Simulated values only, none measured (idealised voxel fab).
process module | voxel local oxidation
cross-section cut | 300 nm wide | cells 5 nm
A cross-section is a grid of square cells, given in bands from the top down. A band is one or more rows of cells.
Each band's line starts with the height of the band's top and of its bottom, in nm. Then come its materials from left to right, each with its width in nm. One material with "throughout" fills the band from edge to edge. "air" is empty space.
Height 0 is the level under which the wafer as received is all one material. The lowest band goes on downwards, as in "0 down".
A width such as "30 to 40" changes by the same amount from each row of cells to the next, from the band's top row to its bottom row.
"no change" after a step means that no cell of the cross-section changed.
closed voids: empty space of 8 cells or more with no open way to the top, each as width x height at its distance from the left edge, in nm
after a step's settings: what the simulator itself notes on the step
overlay nm, on a step with a mask: how far to the right of its planned place the mask lay; to the left if negative
plan
1 op RECEIVE | material Si
2 op OXIDIZE | depth nm 5
3 op CONFORMAL_DEP | material SiN | thk nm 10
4 op MASKED_ETCH | tone cover | mask id ACTIVE | width nm 130 | etch materials SiN | depth nm 10 | overlay nm -15
5 op SELECTIVE_ETCH | etch materials SiO2 | depth nm 5
6 op OXIDIZE | depth nm 10
7 op STRIP | etch materials SiN
varied across the wafers: overlay nm of step 4. The plan shows the first wafer's value. All wafers start alike
first wafer as received, after step 1
  0 down: Si throughout
  closed voids: none
first wafer at the end, after step 7
  0 to -5: air 75 | SiO2 120 | air 105
  -5 to -15: SiO2 85 | Si 100 | SiO2 115
  -15 down: Si throughout
  closed voids: none
last wafer at the end
  0 to -5: air 105 | SiO2 120 | air 75
  -5 to -15: SiO2 115 | Si 100 | SiO2 85
  -15 down: Si throughout
  closed voids: none
each wafer at the end: cells of each material gained (+) or lost (-) since it was received, then its closed voids
overlay nm -15 | -140 Si | +104 SiO2 | closed voids: none
overlay nm -10 | -140 Si | +104 SiO2 | closed voids: none
overlay nm -5 | -140 Si | +104 SiO2 | closed voids: none
overlay nm 0 | -140 Si | +104 SiO2 | closed voids: none
overlay nm 5 | -140 Si | +104 SiO2 | closed voids: none
overlay nm 10 | -140 Si | +104 SiO2 | closed voids: none
overlay nm 15 | -140 Si | +104 SiO2 | closed voids: none
